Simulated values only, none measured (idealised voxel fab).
This is a process module. Its name is voxel transistor to metal.
295 nm wide, 5 nm square cells: that's cross-section cut.
Square cells in a grid make up a cross-section in this document, and the grid is given as bands, listed from the top down, each one or more rows of cells.
This entry defines a band. It first specifies the height of the band's top and the height of its bottom in nm, and then specifies the band's materials from left to right, stating each material with its width in nm. The word "full width" identifies a single material that fills the band from edge to edge, while the word "air" identifies empty space.
Below 0: as-received wafer, all one material; heights counted from there. Lowest band: no bottom, goes on down, written "from 0 down".
Top row gets the first number, bottom row gets the second, and each row in between changes by the same step: that is how a band width like "30..40" works.
Take "nothing got changed" at face value: in the step it is given for, the cross-section changed in none of its cells.
"Closed void table": sealed empty spaces, 8 cells or more, no open way to top, listed width x height at distance, with distance from the left edge and width, height and distance in nm.
On each step's line, the part that comes after the settings is the simulator's own comment on the step.
"overlay nm" on a masked step: distance the mask lay right of its planned place, negative for left.
LISTED BELOW ARE THE PROCESS STEPS AS PLANNED
- 1: RECEIVE [material Si]
- 2: OXIDIZE [depth nm 5]
- 3: CONFORMAL_DEP [material SiN] [thk nm 15]
- 4: DIRECTIONAL_DEP [material aC] [thk nm 10]
- 5: PATTERN [tone cover] [mask id ACTIVE] [material resist] [width nm 95] [pitch nm 125] [thk nm 30] [overlay nm 0]
- 6: DIRECTIONAL_ETCH [etch materials aC] [depth nm 10]
- 7: STRIP [etch materials resist]
- 8: DIRECTIONAL_ETCH [etch materials SiN] [depth nm 15]
- 9: DIRECTIONAL_ETCH [etch materials SiO2] [depth nm 5]
- 10: DIRECTIONAL_ETCH [etch materials Si] [depth nm 35]
- 11: STRIP [etch materials aC]
- 12: OXIDIZE [depth nm 5]
- 13: FILL_DEP [material SiO2] [thk nm 15]
- 14: CMP [height nm 15]
- 15: SELECTIVE_ETCH [etch materials SiO2] [depth nm 5]
- 16: STRIP [etch materials SiN]
- 17: SELECTIVE_ETCH [etch materials SiO2] [depth nm 5]
- 18: OXIDIZE [depth nm 5]
- 19: DIRECTIONAL_DEP [material polySi] [thk nm 30]
- 20: DIRECTIONAL_DEP [material SiCN] [thk nm 15]
- 21: MASKED_ETCH [tone cover] [mask id GATE] [width nm 25] [pitch nm 125] [etch materials SiCN] [depth nm 25] [overlay nm 0]
- 22: MASKED_ETCH [tone cover] [mask id GATE] [width nm 25] [pitch nm 125] [etch materials polySi] [depth nm 40] [overlay nm 0]
- 23: CONFORMAL_DEP [material SiN] [thk nm 5]
- 24: DIRECTIONAL_ETCH [etch materials SiN] [depth nm 5]
- 25: DIRECTIONAL_ETCH [etch materials SiO2] [depth nm 5]
- 26: EPI [material nSi] [thk nm 5]
- 27: FILL_DEP [material SiO2] [thk nm 5]
- 28: CMP [height nm 40]
- 29: DIRECTIONAL_DEP [material SiO2] [thk nm 10]
- 30: DIRECTIONAL_DEP [material aC] [thk nm 10]
- 31: PATTERN [tone open] [mask id CONTACT] [material resist] [width nm 25] [thk nm 30] [overlay nm 0]
- 32: DIRECTIONAL_ETCH [etch materials aC] [depth nm 10]
- 33: STRIP [etch materials resist]
- 34: DIRECTIONAL_ETCH [etch materials SiO2] [depth nm 55]
- 35: STRIP [etch materials aC]
- 36: CONFORMAL_DEP [material TiN] [thk nm 5]
- 37: FILL_DEP [material Ru] [thk nm 10]
- 38: CMP [height nm 50]
- 39: DIRECTIONAL_DEP [material TiN] [thk nm 5]
- 40: DIRECTIONAL_DEP [material W] [thk nm 15]
- 41: DIRECTIONAL_DEP [material aC] [thk nm 15]
- 42: PATTERN [tone cover] [mask id METAL_1] [material resist] [width nm 15] [thk nm 35] [overlay nm 0]
- 43: DIRECTIONAL_ETCH [etch materials aC] [depth nm 15]
- 44: STRIP [etch materials resist]
- 45: DIRECTIONAL_ETCH [etch materials W] [depth nm 15]
- 46: DIRECTIONAL_ETCH [etch materials TiN] [depth nm 5]
- 47: STRIP [etch materials aC]
- 48: FILL_DEP [material SiO2] [thk nm 5]
- 49: CMP [height nm 70]
- 50: CONFORMAL_DEP [material SiN] [thk nm 5]
INCOMING WAFER, CROSS-SECTIONAL VIEW, POST STEP 1
    from 0 down  Si full width
    Closed void table: none
SAME STARTING WAFER, SAME PLAN AS ABOVE, ONE MISTAKE IN THE EXECUTION; THIS IS THE CROSS-SECTION AT THE END OF THE MODULE
    from 75 to 70  SiN full width
    from 70 to 65  40 nm SiO2  15 nm TiN  55 nm SiO2  15 nm TiN  40 nm SiO2  15 nm TiN  55 nm SiO2  15 nm TiN  45 nm SiO2
    from 65 to 55  Ru full width
    from 55 to 50  45 nm TiN  15 nm Ru  45 nm TiN  15 nm Ru  50 nm TiN  15 nm Ru  45 nm TiN  15 nm Ru  50 nm TiN
    from 50 to 40  40 nm SiO2  5 nm TiN  15 nm Ru  5 nm TiN  35 nm SiO2  5 nm TiN  15 nm Ru  5 nm TiN  40 nm SiO2  5 nm TiN  15 nm Ru  5 nm TiN  35 nm SiO2  5 nm TiN  15 nm Ru  5 nm TiN  45 nm SiO2
    from 40 to 25  40 nm SiO2  5 nm TiN  15 nm Ru  5 nm TiN  5 nm SiN  25 nm SiCN  5 nm SiN  5 nm TiN  15 nm Ru  5 nm TiN  40 nm SiO2  5 nm TiN  15 nm Ru  5 nm TiN  5 nm SiN  25 nm SiCN  5 nm SiN  5 nm TiN  15 nm Ru  5 nm TiN  45 nm SiO2
    from 25 to 5  40 nm SiO2  5 nm TiN  15 nm Ru  5 nm TiN  5 nm SiN  25 nm polySi  5 nm SiN  5 nm TiN  15 nm Ru  5 nm TiN  40 nm SiO2  5 nm TiN  15 nm Ru  5 nm TiN  5 nm SiN  25 nm polySi  5 nm SiN  5 nm TiN  15 nm Ru  5 nm TiN  45 nm SiO2
    from 5 to 0  30 nm SiO2  5 nm SiN  5 nm SiO2  5 nm TiN  15 nm Ru  5 nm TiN  5 nm SiN  25 nm polySi  5 nm SiN  5 nm TiN  15 nm Ru  5 nm TiN  5 nm SiO2  5 nm SiN  20 nm SiO2  5 nm SiN  5 nm SiO2  5 nm TiN  15 nm Ru  5 nm TiN  5 nm SiN  25 nm polySi  5 nm SiN  5 nm TiN  15 nm Ru  5 nm TiN  5 nm SiO2  5 nm SiN  35 nm SiO2
    from 0 to -5  30 nm SiO2  5 nm SiN  5 nm SiO2  25 nm TiN  5 nm SiN  25 nm polySi  5 nm SiN  25 nm TiN  5 nm SiO2  5 nm SiN  20 nm SiO2  5 nm SiN  5 nm SiO2  25 nm TiN  5 nm SiN  25 nm polySi  5 nm SiN  25 nm TiN  5 nm SiO2  5 nm SiN  35 nm SiO2
    from -5 to -10  35 nm SiO2  30 nm nSi  35 nm SiO2  30 nm nSi  30 nm SiO2  30 nm nSi  35 nm SiO2  30 nm nSi  40 nm SiO2
    from -10 to -45  40 nm SiO2  85 nm Si  40 nm SiO2  85 nm Si  45 nm SiO2
    from -45 down  Si full width
    Closed void table: none
Nonconformance to the process plan: plan step 38 was not performed, having been skipped
